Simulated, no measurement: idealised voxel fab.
The following is a process module called voxel capacitor over wiring.
The figure presents cross-section cut, which has a width of 155 nm and is divided into square cells with an edge length of 5 nm.
Cross-section layout: square cells on a grid; listed as bands, top to bottom; a band spans one or more cell rows. What a band's entry tells you: where the top is and where the bottom is, as heights in nm, and after that what lies inside, material by material from left to right, each with its width in nm. Empty space is written as the word "blank", and a single material marked with the word "everywhere" occupies the band from edge to edge. Height datum 0, below which the as-received substrate wafer is one material. Lowest band open at the bottom, running downward: "0..down". Read "30..40" as a graded width: first number on top, second number at the bottom, same change between each pair of neighbouring rows. When a step is marked "nothing different", none of the cells in the cross-section changed during that step. The entry "Voids, fully enclosed" lists the empty spaces that cover at least 8 cells and have no open path to the top. Each is written as width x height at distance, where the distance is measured from the left edge and all three values are in nm. Whatever follows a step's settings on its line is a remark the simulator itself makes about that step. Among the settings permitted on a step's line is "overlay nm"; applied to a step with a mask, it specifies the extent to which the mask lay to the right of its planned position, whereas a negative figure signifies a position to the left.

Planned step list for the process:
1) RECEIVE (material Si)
2) CONFORMAL_DEP (material SiO2; thk nm 10)
3) DIRECTIONAL_DEP (material TiN; thk nm 5)
4) DIRECTIONAL_DEP (material Ru; thk nm 20)
5) DIRECTIONAL_DEP (material aC; thk nm 10)
6) PATTERN (tone cover; mask id METAL_1; material resist; width nm 25; pitch nm 95; thk nm 30; overlay nm 0)
7) DIRECTIONAL_ETCH (etch materials aC; depth nm 10)
8) STRIP (etch materials resist)
9) DIRECTIONAL_ETCH (etch materials Ru; depth nm 20)
10) DIRECTIONAL_ETCH (etch materials TiN; depth nm 5)
11) STRIP (etch materials aC)
12) CONFORMAL_DEP (material SiN; thk nm 5)
13) FILL_DEP (material lowk; thk nm 5)
14) CMP (height nm 35)
15) CONFORMAL_DEP (material SiCN; thk nm 5)
16) DIRECTIONAL_DEP (material lowk; thk nm 15)
17) PATTERN (tone open; mask id PLUG_1; material resist; width nm 15; thk nm 15; overlay nm 0)
18) DIRECTIONAL_ETCH (etch materials lowk; depth nm 15)
19) DIRECTIONAL_ETCH (etch materials SiCN; depth nm 5)
20) STRIP (etch materials resist)
21) EPI (material Ru; thk nm 10)
22) EPI (material Ru; thk nm 10)
23) DIRECTIONAL_DEP (material TiN; thk nm 5)
24) DIRECTIONAL_DEP (material Al2O3; thk nm 5)
25) DIRECTIONAL_DEP (material TiN; thk nm 10)
26) PATTERN (tone cover; mask id UPPER_PLATE; material resist; width nm 75; thk nm 20; overlay nm 0)
27) DIRECTIONAL_ETCH (etch materials TiN; depth nm 10)
28) DIRECTIONAL_ETCH (etch materials Al2O3; depth nm 5)
29) STRIP (etch materials resist)
30) PATTERN (tone cover; mask id LOWER_PLATE; material resist; width nm 85; thk nm 20; overlay nm 0)
31) DIRECTIONAL_ETCH (etch materials TiN; depth nm 5)
32) STRIP (etch materials resist)
33) FILL_DEP (material SiO2; thk nm 15)
34) CMP (height nm 85)
35) DIRECTIONAL_DEP (material aC; thk nm 10)
36) PATTERN (tone open; mask id PLUG_2; material resist; width nm 15; thk nm 25; overlay nm 0)
37) DIRECTIONAL_ETCH (etch materials aC; depth nm 10)
38) STRIP (etch materials resist)
39) DIRECTIONAL_ETCH (etch materials SiO2; depth nm 10)
40) STRIP (etch materials aC)
41) CONFORMAL_DEP (material TiN; thk nm 5)
42) FILL_DEP (material Ru; thk nm 10)
43) CMP (height nm 85)
44) CONFORMAL_DEP (material SiCN; thk nm 5)

As received (post step 1): cross-section:
	0..down = Si everywhere
	Voids, fully enclosed: none

Look at the cross-section after the module: the wafer started out the way shown above and the plan was the one shown above, yet one mistake was made along the way:
	90..85 = SiCN everywhere
	85..80 = 35 nm SiO2 / 5 nm TiN / 5 nm Ru / 5 nm TiN / 105 nm SiO2
	80..75 = 35 nm SiO2 / 15 nm TiN / 105 nm SiO2
	75..70 = SiO2 everywhere
	70..60 = 25 nm SiO2 / 75 nm TiN / 55 nm SiO2
	60..55 = 20 nm SiO2 / 85 nm TiN / 50 nm SiO2
	55..40 = 25 nm lowk / 15 nm Ru / 115 nm lowk
	40..35 = 25 nm SiCN / 15 nm Ru / 115 nm SiCN
	35..15 = 10 nm lowk / 5 nm SiN / 25 nm Ru / 5 nm SiN / 60 nm lowk / 5 nm SiN / 25 nm Ru / 5 nm SiN / 15 nm lowk
	15..10 = 15 nm SiN / 25 nm TiN / 70 nm SiN / 25 nm TiN / 20 nm SiN
	10..0 = SiO2 everywhere
	0..down = Si everywhere
	Voids, fully enclosed: none
Diagnosis: step 24 of the plan never got run, it was skipped over
